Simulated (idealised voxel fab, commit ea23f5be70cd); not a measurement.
process module | voxel self aligned contacts
cross-section cut | 235 nm wide | cells 5 nm
A cross-section is a grid of square cells, given in bands from the top down. A band is one or more rows of cells.
Each band's line starts with the height of the band's top and of its bottom, in nm. Then come its materials from left to right, each with its width in nm. One material with "throughout" fills the band from edge to edge. "air" is empty space.
Height 0 is the level under which the wafer as received is all one material. The lowest band goes on downwards, as in "0 down".
A width such as "30 to 40" changes by the same amount from each row of cells to the next, from the band's top row to its bottom row.
"no change" after a step means that no cell of the cross-section changed.
closed voids: empty space of 8 cells or more with no open way to the top, each as width x height at its distance from the left edge, in nm
after a step's settings: what the simulator itself notes on the step
overlay nm, on a step with a mask: how far to the right of its planned place the mask lay; to the left if negative
plan
1 op RECEIVE | material Si
2 op CONFORMAL_DEP | material SiO2 | thk nm 5
3 op DIRECTIONAL_DEP | material polySi | thk nm 30
4 op DIRECTIONAL_DEP | material SiN | thk nm 15
5 op PATTERN | tone cover | mask id GATE | material resist | width nm 25 | pitch nm 50 | thk nm 20 | overlay nm 0
6 op DIRECTIONAL_ETCH | etch materials SiN | depth nm 15
7 op DIRECTIONAL_ETCH | etch materials polySi | depth nm 30
8 op STRIP | etch materials resist
9 op CONFORMAL_DEP | material SiN | thk nm 5
10 op DIRECTIONAL_ETCH | etch materials SiN | depth nm 5
11 op FILL_DEP | material SiO2 | thk nm 15
12 op CMP | height nm 60
13 op PATTERN | tone open | mask id CONTACT | material resist | width nm 35 | pitch nm 50 | thk nm 15 | overlay nm 0
14 op DIRECTIONAL_ETCH | etch materials SiO2 | depth nm 60
15 op STRIP | etch materials resist
16 op CONFORMAL_DEP | material TiN | thk nm 5
17 op FILL_DEP | material Ru | thk nm 10
18 op CMP | height nm 60
19 op CONFORMAL_DEP | material SiCN | thk nm 5
as received, after step 1
  0 down: Si throughout
  closed voids: none
first wafer at the end, as planned
  65 to 60: SiCN throughout
  60 to 50: SiO2 75 | TiN 5 to 15 | Ru 25 to 5 | TiN 5 to 15 | SiO2 15 | TiN 5 to 15 | Ru 25 to 5 | TiN 5 to 15 | SiO2 75
  50 to 35: SiO2 50 | SiN 35 | TiN 5 | Ru 5 | TiN 5 | SiN 35 | TiN 5 | Ru 5 | TiN 5 | SiN 35 | SiO2 50
  35 to 5: SiO2 50 | SiN 5 | polySi 25 | SiN 5 | TiN 5 | Ru 5 | TiN 5 | SiN 5 | polySi 25 | SiN 5 | TiN 5 | Ru 5 | TiN 5 | SiN 5 | polySi 25 | SiN 5 | SiO2 50
  5 to 0: SiO2 85 | TiN 15 | SiO2 35 | TiN 15 | SiO2 85
  0 down: Si throughout
  closed voids: none
second wafer at the end: like start, like plan, one mistake
  65 to 60: SiCN throughout
  60 to 50: SiO2 75 | TiN 5 to 15 | Ru 25 to 5 | TiN 5 to 15 | SiO2 15 | TiN 5 to 15 | Ru 25 to 5 | TiN 5 to 15 | SiO2 75
  50 to 35: SiO2 50 | SiN 35 | TiN 5 | Ru 5 | TiN 5 | SiN 35 | TiN 5 | Ru 5 | TiN 5 | SiN 35 | SiO2 50
  35 to 30: SiO2 85 | TiN 15 | SiO2 35 | TiN 15 | SiO2 85
  30 to 0: polySi throughout
  0 down: Si throughout
  closed voids: none
what went wrong: steps 2 and 3 were swapped
at the end the second wafer has, in cells: 12 fewer of Ru | 36 fewer of SiN | 120 fewer of SiO2 | 24 fewer of TiN | 192 more of polySi
